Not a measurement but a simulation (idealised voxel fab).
process module | voxel spacer lines
cross-section cut | 195 nm wide | cells 5 nm
A cross-section is a grid of square cells, given in bands from the top down. A band is one or more rows of cells.
Each band's line starts with the height of the band's top and of its bottom, in nm. Then come its materials from left to right, each with its width in nm. One material with "throughout" fills the band from edge to edge. "air" is empty space.
Height 0 is the level under which the wafer as received is all one material. The lowest band goes on downwards, as in "0 down".
A width such as "30 to 40" changes by the same amount from each row of cells to the next, from the band's top row to its bottom row.
"no change" after a step means that no cell of the cross-section changed.
closed voids: empty space of 8 cells or more with no open way to the top, each as width x height at its distance from the left edge, in nm
after a step's settings: what the simulator itself notes on the step
overlay nm, on a step with a mask: how far to the right of its planned place the mask lay; to the left if negative
plan
1 op RECEIVE | material Si
2 op CONFORMAL_DEP | material Al2O3 | thk nm 10
3 op DIRECTIONAL_DEP | material W | thk nm 15
4 op DIRECTIONAL_DEP | material polySi | thk nm 25
5 op PATTERN | tone cover | mask id MANDREL | material resist | width nm 20 | pitch nm 60 | thk nm 30 | overlay nm 0
6 op DIRECTIONAL_ETCH | etch materials polySi | depth nm 25
7 op STRIP | etch materials resist
8 op CONFORMAL_DEP | material SiO2 | thk nm 10
9 op DIRECTIONAL_ETCH | etch materials SiO2 | depth nm 10
10 op STRIP | etch materials polySi
11 op DIRECTIONAL_ETCH | etch materials W | depth nm 15
12 op STRIP | etch materials SiO2
first wafer, as planned
as received, after step 1
  0 down: Si throughout
  closed voids: none
after step 2
  10 to 0: Al2O3 throughout
  below 0: unchanged
after step 3
  25 to 10: W throughout
  below 10: unchanged
after step 4
  50 to 25: polySi throughout
  below 25: unchanged
after step 5
  80 to 50: air 25 | resist 20 | air 40 | resist 20 | air 40 | resist 20 | air 30
  below 50: unchanged
after step 6
  80 to 50: air 25 | resist 20 | air 40 | resist 20 | air 40 | resist 20 | air 30
  50 to 25: air 25 | polySi 20 | air 40 | polySi 20 | air 40 | polySi 20 | air 30
  below 25: unchanged
after step 7
  50 to 25: air 25 | polySi 20 | air 40 | polySi 20 | air 40 | polySi 20 | air 30
  below 25: unchanged
after step 8
  60 to 50: air 15 | SiO2 40 | air 20 | SiO2 40 | air 20 | SiO2 40 | air 20
  50 to 35: air 15 | SiO2 10 | polySi 20 | SiO2 10 | air 20 | SiO2 10 | polySi 20 | SiO2 10 | air 20 | SiO2 10 | polySi 20 | SiO2 10 | air 20
  35 to 25: SiO2 25 | polySi 20 | SiO2 40 | polySi 20 | SiO2 40 | polySi 20 | SiO2 30
  below 25: unchanged
after step 9
  50 to 25: air 15 | SiO2 10 | polySi 20 | SiO2 10 | air 20 | SiO2 10 | polySi 20 | SiO2 10 | air 20 | SiO2 10 | polySi 20 | SiO2 10 | air 20
  below 25: unchanged
after step 10
  50 to 25: air 15 | SiO2 10 | air 20 | SiO2 10 | air 20 | SiO2 10 | air 20 | SiO2 10 | air 20 | SiO2 10 | air 20 | SiO2 10 | air 20
  below 25: unchanged
after step 11
  50 to 25: air 15 | SiO2 10 | air 20 | SiO2 10 | air 20 | SiO2 10 | air 20 | SiO2 10 | air 20 | SiO2 10 | air 20 | SiO2 10 | air 20
  25 to 10: air 15 | W 10 | air 20 | W 10 | air 20 | W 10 | air 20 | W 10 | air 20 | W 10 | air 20 | W 10 | air 20
  below 10: unchanged
after step 12
  25 to 10: air 15 | W 10 | air 20 | W 10 | air 20 | W 10 | air 20 | W 10 | air 20 | W 10 | air 20 | W 10 | air 20
  below 10: unchanged
second wafer: like start, like plan, one mistake. Through step 2 it matches the first wafer
when step 3 should have ended
  40 to 10: W throughout
  below 10: unchanged
when step 4 should have ended
  65 to 40: polySi throughout
  below 40: unchanged
when step 5 should have ended
  95 to 65: air 25 | resist 20 | air 40 | resist 20 | air 40 | resist 20 | air 30
  below 65: unchanged
when step 6 should have ended
  95 to 65: air 25 | resist 20 | air 40 | resist 20 | air 40 | resist 20 | air 30
  65 to 40: air 25 | polySi 20 | air 40 | polySi 20 | air 40 | polySi 20 | air 30
  below 40: unchanged
when step 7 should have ended
  65 to 40: air 25 | polySi 20 | air 40 | polySi 20 | air 40 | polySi 20 | air 30
  below 40: unchanged
when step 8 should have ended
  75 to 65: air 15 | SiO2 40 | air 20 | SiO2 40 | air 20 | SiO2 40 | air 20
  65 to 50: air 15 | SiO2 10 | polySi 20 | SiO2 10 | air 20 | SiO2 10 | polySi 20 | SiO2 10 | air 20 | SiO2 10 | polySi 20 | SiO2 10 | air 20
  50 to 40: SiO2 25 | polySi 20 | SiO2 40 | polySi 20 | SiO2 40 | polySi 20 | SiO2 30
  below 40: unchanged
when step 9 should have ended
  65 to 40: air 15 | SiO2 10 | polySi 20 | SiO2 10 | air 20 | SiO2 10 | polySi 20 | SiO2 10 | air 20 | SiO2 10 | polySi 20 | SiO2 10 | air 20
  below 40: unchanged
when step 10 should have ended
  65 to 40: air 15 | SiO2 10 | air 20 | SiO2 10 | air 20 | SiO2 10 | air 20 | SiO2 10 | air 20 | SiO2 10 | air 20 | SiO2 10 | air 20
  below 40: unchanged
when step 11 should have ended
  65 to 40: air 15 | SiO2 10 | air 20 | SiO2 10 | air 20 | SiO2 10 | air 20 | SiO2 10 | air 20 | SiO2 10 | air 20 | SiO2 10 | air 20
  40 to 25: air 15 | W 10 | air 20 | W 10 | air 20 | W 10 | air 20 | W 10 | air 20 | W 10 | air 20 | W 10 | air 20
  below 25: unchanged
when step 12 should have ended
  40 to 25: air 15 | W 10 | air 20 | W 10 | air 20 | W 10 | air 20 | W 10 | air 20 | W 10 | air 20 | W 10 | air 20
  below 25: unchanged
what went wrong: step 3 was run twice
at the end the second wafer has, in cells: 117 more of W
